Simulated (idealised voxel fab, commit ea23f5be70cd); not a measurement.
Herein follows the process module entitled voxel self aligned vias.
It is cross-section cut that appears here, measuring 270 nm in width, its square cells being 5 nm in size.
Cross-sections here: square-cell grids, written as top-down lists of bands, a band being one or more rows of cells. Band: top and bottom heights (nm) first, top before bottom; then materials from left to right, widths in nm. "everywhere" marks a sole material filling the band edge to edge. "air" denotes empty space. For the purposes of this specification, 0 denotes the height below which the wafer in its as-received condition is composed wholly of one material, and the lowermost band, lacking a lower limit, extends downward without end, as expressed in "top 0, no bottom". When a width is written as two numbers, as in "30..40", the first number is the width in the top row of cells of the band and the second is the width in its bottom row, and the width changes by the same amount from each row to the next. A step reported as "nothing got changed" is a step in which no cell of the cross-section changed. "Trapped voids" enumerates empty spaces isolated from the top, with no open way to it, that contain at least 8 cells, giving each as width x height at distance from the left edge, all three in nm. Whatever follows a step's settings on its line is a remark the simulator itself makes about that step. A step's line can hold "overlay nm"; with a mask on that step, the setting says how far right of the planned place the mask lay, while a negative setting says it lay to the left.
### Process steps foreseen in the plan
1,RECEIVE,material Si
2,CONFORMAL_DEP,material SiO2,thk nm 15
3,CONFORMAL_DEP,material SiCN,thk nm 5
4,DIRECTIONAL_DEP,material SiO2,thk nm 30
5,DIRECTIONAL_DEP,material aC,thk nm 10
6,PATTERN,tone open,mask id LINES,material resist,width nm 30,pitch nm 65,thk nm 30,overlay nm 0
7,DIRECTIONAL_ETCH,etch materials aC,depth nm 10
8,STRIP,etch materials resist
9,DIRECTIONAL_ETCH,etch materials SiO2,depth nm 30
10,STRIP,etch materials aC
11,CONFORMAL_DEP,material TiN,thk nm 5
12,FILL_DEP,material W,thk nm 5
13,CMP,height nm 50
14,SELECTIVE_ETCH,etch materials W Ru TiN,depth nm 5
15,FILL_DEP,material SiN,thk nm 5
16,CMP,height nm 50
17,DIRECTIONAL_DEP,material SiO2,thk nm 15
18,MASKED_ETCH,tone open,mask id VIAS,width nm 40,pitch nm 65,etch materials SiO2,depth nm 15,overlay nm 0
19,MASKED_ETCH,tone open,mask id VIAS,width nm 40,pitch nm 65,etch materials SiN,depth nm 5,overlay nm 0
20,CONFORMAL_DEP,material TiN,thk nm 5
21,FILL_DEP,material W,thk nm 5
22,CMP,height nm 65
23,CONFORMAL_DEP,material SiN,thk nm 5
### The first wafer of two, processed as planned
### The cross-section here shows the wafer as received, i.e. in its state after step 1
top 0, no bottom: Si everywhere
Trapped voids: none
### The wafer in cross-section once step 2 is complete
top 15, bottom 0: SiO2 everywhere
At heights below 0, the structure remains unaltered.
### The wafer in cross-section once step 3 is complete
top 20, bottom 15: SiCN everywhere
At heights below 15, the structure remains unaltered.
### The wafer in cross-section once step 4 is complete
top 50, bottom 20: SiO2 everywhere
At heights below 20, the structure remains unaltered.
### The wafer in cross-section once step 5 is complete
top 60, bottom 50: aC everywhere
At heights below 50, the structure remains unaltered.
### The wafer in cross-section once step 6 is complete
top 90, bottom 60: 55 nm resist / 30 nm air / 35 nm resist / 30 nm air / 35 nm resist / 30 nm air / 55 nm resist
At heights below 60, the structure remains unaltered.
### The wafer in cross-section once step 7 is complete
top 80, bottom 60: 55 nm resist / 30 nm air / 35 nm resist / 30 nm air / 35 nm resist / 30 nm air / 55 nm resist
top 60, bottom 50: 55 nm aC / 30 nm air / 35 nm aC / 30 nm air / 35 nm aC / 30 nm air / 55 nm aC
At heights below 50, the structure remains unaltered.
### The wafer in cross-section once step 8 is complete
top 60, bottom 50: 55 nm aC / 30 nm air / 35 nm aC / 30 nm air / 35 nm aC / 30 nm air / 55 nm aC
At heights below 50, the structure remains unaltered.
### The wafer in cross-section once step 9 is complete
top 60, bottom 50: 55 nm aC / 30 nm air / 35 nm aC / 30 nm air / 35 nm aC / 30 nm air / 55 nm aC
top 50, bottom 20: 55 nm SiO2 / 30 nm air / 35 nm SiO2 / 30 nm air / 35 nm SiO2 / 30 nm air / 55 nm SiO2
At heights below 20, the structure remains unaltered.
### The wafer in cross-section once step 10 is complete
top 50, bottom 20: 55 nm SiO2 / 30 nm air / 35 nm SiO2 / 30 nm air / 35 nm SiO2 / 30 nm air / 55 nm SiO2
At heights below 20, the structure remains unaltered.
### The wafer in cross-section once step 11 is complete
top 55, bottom 50: 60 nm TiN / 20 nm air / 45 nm TiN / 20 nm air / 45 nm TiN / 20 nm air / 60 nm TiN
top 50, bottom 25: 55 nm SiO2 / 5 nm TiN / 20 nm air / 5 nm TiN / 35 nm SiO2 / 5 nm TiN / 20 nm air / 5 nm TiN / 35 nm SiO2 / 5 nm TiN / 20 nm air / 5 nm TiN / 55 nm SiO2
top 25, bottom 20: 55 nm SiO2 / 30 nm TiN / 35 nm SiO2 / 30 nm TiN / 35 nm SiO2 / 30 nm TiN / 55 nm SiO2
At heights below 20, the structure remains unaltered.
### The wafer in cross-section once step 12 is complete
top 60, bottom 55: W everywhere
top 55, bottom 50: 60 nm TiN / 20 nm W / 45 nm TiN / 20 nm W / 45 nm TiN / 20 nm W / 60 nm TiN
top 50, bottom 25: 55 nm SiO2 / 5 nm TiN / 20 nm W / 5 nm TiN / 35 nm SiO2 / 5 nm TiN / 20 nm W / 5 nm TiN / 35 nm SiO2 / 5 nm TiN / 20 nm W / 5 nm TiN / 55 nm SiO2
At heights below 25, the structure remains unaltered.
### The wafer in cross-section once step 13 is complete
top 50, bottom 25: 55 nm SiO2 / 5 nm TiN / 20 nm W / 5 nm TiN / 35 nm SiO2 / 5 nm TiN / 20 nm W / 5 nm TiN / 35 nm SiO2 / 5 nm TiN / 20 nm W / 5 nm TiN / 55 nm SiO2
At heights below 25, the structure remains unaltered.
### The wafer in cross-section once step 14 is complete
top 50, bottom 45: 55 nm SiO2 / 30 nm air / 35 nm SiO2 / 30 nm air / 35 nm SiO2 / 30 nm air / 55 nm SiO2
At heights below 45, the structure remains unaltered.
### The wafer in cross-section once step 15 is complete
top 55, bottom 50: SiN everywhere
top 50, bottom 45: 55 nm SiO2 / 30 nm SiN / 35 nm SiO2 / 30 nm SiN / 35 nm SiO2 / 30 nm SiN / 55 nm SiO2
At heights below 45, the structure remains unaltered.
### The wafer in cross-section once step 16 is complete
top 50, bottom 45: 55 nm SiO2 / 30 nm SiN / 35 nm SiO2 / 30 nm SiN / 35 nm SiO2 / 30 nm SiN / 55 nm SiO2
At heights below 45, the structure remains unaltered.
### The wafer in cross-section once step 17 is complete
top 65, bottom 50: SiO2 everywhere
At heights below 50, the structure remains unaltered.
### The wafer in cross-section once step 18 is complete
top 65, bottom 50: 50 nm SiO2 / 40 nm air / 25 nm SiO2 / 40 nm air / 25 nm SiO2 / 40 nm air / 50 nm SiO2
At heights below 50, the structure remains unaltered.
### The wafer in cross-section once step 19 is complete
top 65, bottom 50: 50 nm SiO2 / 40 nm air / 25 nm SiO2 / 40 nm air / 25 nm SiO2 / 40 nm air / 50 nm SiO2
top 50, bottom 45: 55 nm SiO2 / 30 nm air / 35 nm SiO2 / 30 nm air / 35 nm SiO2 / 30 nm air / 55 nm SiO2
At heights below 45, the structure remains unaltered.
### The wafer in cross-section once step 20 is complete
top 70, bottom 65: 55 nm TiN / 30 nm air / 35 nm TiN / 30 nm air / 35 nm TiN / 30 nm air / 55 nm TiN
top 65, bottom 55: 50 nm SiO2 / 5 nm TiN / 30 nm air / 5 nm TiN / 25 nm SiO2 / 5 nm TiN / 30 nm air / 5 nm TiN / 25 nm SiO2 / 5 nm TiN / 30 nm air / 5 nm TiN / 50 nm SiO2
top 55, bottom 50: 50 nm SiO2 / 10 nm TiN / 20 nm air / 10 nm TiN / 25 nm SiO2 / 10 nm TiN / 20 nm air / 10 nm TiN / 25 nm SiO2 / 10 nm TiN / 20 nm air / 10 nm TiN / 50 nm SiO2
top 50, bottom 45: 55 nm SiO2 / 30 nm TiN / 35 nm SiO2 / 30 nm TiN / 35 nm SiO2 / 30 nm TiN / 55 nm SiO2
At heights below 45, the structure remains unaltered.
### The wafer in cross-section once step 21 is complete
top 75, bottom 70: W everywhere
top 70, bottom 65: 55 nm TiN / 30 nm W / 35 nm TiN / 30 nm W / 35 nm TiN / 30 nm W / 55 nm TiN
top 65, bottom 55: 50 nm SiO2 / 5 nm TiN / 30 nm W / 5 nm TiN / 25 nm SiO2 / 5 nm TiN / 30 nm W / 5 nm TiN / 25 nm SiO2 / 5 nm TiN / 30 nm W / 5 nm TiN / 50 nm SiO2
top 55, bottom 50: 50 nm SiO2 / 10 nm TiN / 20 nm W / 10 nm TiN / 25 nm SiO2 / 10 nm TiN / 20 nm W / 10 nm TiN / 25 nm SiO2 / 10 nm TiN / 20 nm W / 10 nm TiN / 50 nm SiO2
At heights below 50, the structure remains unaltered.
### The wafer in cross-section once step 22 is complete
top 65, bottom 55: 50 nm SiO2 / 5 nm TiN / 30 nm W / 5 nm TiN / 25 nm SiO2 / 5 nm TiN / 30 nm W / 5 nm TiN / 25 nm SiO2 / 5 nm TiN / 30 nm W / 5 nm TiN / 50 nm SiO2
At heights below 55, the structure remains unaltered.
### The wafer in cross-section once step 23 is complete
top 70, bottom 65: SiN everywhere
At heights below 65, the structure remains unaltered.
### Second wafer: same start and same plan as the first, one execution error; identical to the first through step 5
### Cross-section of the second wafer at the time step 6 of the plan should have ended
top 90, bottom 60: 55 nm air / 30 nm resist / 35 nm air / 30 nm resist / 35 nm air / 30 nm resist / 55 nm air
At heights below 60, the structure remains unaltered.
### Cross-section of the second wafer at the time step 7 of the plan should have ended
top 80, bottom 60: 55 nm air / 30 nm resist / 35 nm air / 30 nm resist / 35 nm air / 30 nm resist / 55 nm air
top 60, bottom 50: 55 nm air / 30 nm aC / 35 nm air / 30 nm aC / 35 nm air / 30 nm aC / 55 nm air
At heights below 50, the structure remains unaltered.
### Cross-section of the second wafer at the time step 8 of the plan should have ended
top 60, bottom 50: 55 nm air / 30 nm aC / 35 nm air / 30 nm aC / 35 nm air / 30 nm aC / 55 nm air
At heights below 50, the structure remains unaltered.
### Cross-section of the second wafer at the time step 9 of the plan should have ended
top 60, bottom 50: 55 nm air / 30 nm aC / 35 nm air / 30 nm aC / 35 nm air / 30 nm aC / 55 nm air
top 50, bottom 20: 55 nm air / 30 nm SiO2 / 35 nm air / 30 nm SiO2 / 35 nm air / 30 nm SiO2 / 55 nm air
At heights below 20, the structure remains unaltered.
### Cross-section of the second wafer at the time step 10 of the plan should have ended
top 50, bottom 20: 55 nm air / 30 nm SiO2 / 35 nm air / 30 nm SiO2 / 35 nm air / 30 nm SiO2 / 55 nm air
At heights below 20, the structure remains unaltered.
### Cross-section of the second wafer at the time step 11 of the plan should have ended
top 55, bottom 50: 50 nm air / 40 nm TiN / 25 nm air / 40 nm TiN / 25 nm air / 40 nm TiN / 50 nm air
top 50, bottom 25: 50 nm air / 5 nm TiN / 30 nm SiO2 / 5 nm TiN / 25 nm air / 5 nm TiN / 30 nm SiO2 / 5 nm TiN / 25 nm air / 5 nm TiN / 30 nm SiO2 / 5 nm TiN / 50 nm air
top 25, bottom 20: 55 nm TiN / 30 nm SiO2 / 35 nm TiN / 30 nm SiO2 / 35 nm TiN / 30 nm SiO2 / 55 nm TiN
At heights below 20, the structure remains unaltered.
### Cross-section of the second wafer at the time step 12 of the plan should have ended
top 60, bottom 55: W everywhere
top 55, bottom 50: 50 nm W / 40 nm TiN / 25 nm W / 40 nm TiN / 25 nm W / 40 nm TiN / 50 nm W
top 50, bottom 25: 50 nm W / 5 nm TiN / 30 nm SiO2 / 5 nm TiN / 25 nm W / 5 nm TiN / 30 nm SiO2 / 5 nm TiN / 25 nm W / 5 nm TiN / 30 nm SiO2 / 5 nm TiN / 50 nm W
At heights below 25, the structure remains unaltered.
### Cross-section of the second wafer at the time step 13 of the plan should have ended
top 50, bottom 25: 50 nm W / 5 nm TiN / 30 nm SiO2 / 5 nm TiN / 25 nm W / 5 nm TiN / 30 nm SiO2 / 5 nm TiN / 25 nm W / 5 nm TiN / 30 nm SiO2 / 5 nm TiN / 50 nm W
At heights below 25, the structure remains unaltered.
### Cross-section of the second wafer at the time step 14 of the plan should have ended
top 50, bottom 45: 55 nm air / 30 nm SiO2 / 35 nm air / 30 nm SiO2 / 35 nm air / 30 nm SiO2 / 55 nm air
At heights below 45, the structure remains unaltered.
### Cross-section of the second wafer at the time step 15 of the plan should have ended
top 55, bottom 50: SiN everywhere
top 50, bottom 45: 55 nm SiN / 30 nm SiO2 / 35 nm SiN / 30 nm SiO2 / 35 nm SiN / 30 nm SiO2 / 55 nm SiN
At heights below 45, the structure remains unaltered.
### Cross-section of the second wafer at the time step 16 of the plan should have ended
top 50, bottom 45: 55 nm SiN / 30 nm SiO2 / 35 nm SiN / 30 nm SiO2 / 35 nm SiN / 30 nm SiO2 / 55 nm SiN
At heights below 45, the structure remains unaltered.
### Cross-section of the second wafer at the time step 17 of the plan should have ended
top 65, bottom 50: SiO2 everywhere
At heights below 50, the structure remains unaltered.
### Cross-section of the second wafer at the time step 18 of the plan should have ended
top 65, bottom 50: 50 nm SiO2 / 40 nm air / 25 nm SiO2 / 40 nm air / 25 nm SiO2 / 40 nm air / 50 nm SiO2
At heights below 50, the structure remains unaltered.
### Cross-section of the second wafer at the time step 19 of the plan should have ended
top 65, bottom 50: 50 nm SiO2 / 40 nm air / 25 nm SiO2 / 40 nm air / 25 nm SiO2 / 40 nm air / 50 nm SiO2
top 50, bottom 45: 50 nm SiN / 5 nm air / 30 nm SiO2 / 5 nm air / 25 nm SiN / 5 nm air / 30 nm SiO2 / 5 nm air / 25 nm SiN / 5 nm air / 30 nm SiO2 / 5 nm air / 50 nm SiN
At heights below 45, the structure remains unaltered.
### Cross-section of the second wafer at the time step 20 of the plan should have ended
top 70, bottom 65: 55 nm TiN / 30 nm air / 35 nm TiN / 30 nm air / 35 nm TiN / 30 nm air / 55 nm TiN
top 65, bottom 55: 50 nm SiO2 / 5 nm TiN / 30 nm air / 5 nm TiN / 25 nm SiO2 / 5 nm TiN / 30 nm air / 5 nm TiN / 25 nm SiO2 / 5 nm TiN / 30 nm air / 5 nm TiN / 50 nm SiO2
top 55, bottom 50: 50 nm SiO2 / 40 nm TiN / 25 nm SiO2 / 40 nm TiN / 25 nm SiO2 / 40 nm TiN / 50 nm SiO2
top 50, bottom 45: 50 nm SiN / 5 nm TiN / 30 nm SiO2 / 5 nm TiN / 25 nm SiN / 5 nm TiN / 30 nm SiO2 / 5 nm TiN / 25 nm SiN / 5 nm TiN / 30 nm SiO2 / 5 nm TiN / 50 nm SiN
At heights below 45, the structure remains unaltered.
### Cross-section of the second wafer at the time step 21 of the plan should have ended
top 75, bottom 70: W everywhere
top 70, bottom 65: 55 nm TiN / 30 nm W / 35 nm TiN / 30 nm W / 35 nm TiN / 30 nm W / 55 nm TiN
top 65, bottom 55: 50 nm SiO2 / 5 nm TiN / 30 nm W / 5 nm TiN / 25 nm SiO2 / 5 nm TiN / 30 nm W / 5 nm TiN / 25 nm SiO2 / 5 nm TiN / 30 nm W / 5 nm TiN / 50 nm SiO2
At heights below 55, the structure remains unaltered.
### Cross-section of the second wafer at the time step 22 of the plan should have ended
top 65, bottom 55: 50 nm SiO2 / 5 nm TiN / 30 nm W / 5 nm TiN / 25 nm SiO2 / 5 nm TiN / 30 nm W / 5 nm TiN / 25 nm SiO2 / 5 nm TiN / 30 nm W / 5 nm TiN / 50 nm SiO2
At heights below 55, the structure remains unaltered.
### Cross-section of the second wafer at the time step 23 of the plan should have ended
top 70, bottom 65: SiN everywhere
At heights below 65, the structure remains unaltered.
Here's what went sideways: step 6 deviated from plan and actually ran as PATTERN,tone cover,mask id LINES,material resist,width nm 30,pitch nm 65,thk nm 30,overlay nm 0
FYI, end of process, the second wafer has more or fewer cells of some materials than the first: 30 more of SiN, 108 fewer of SiO2, 18 more of TiN, 60 more of W
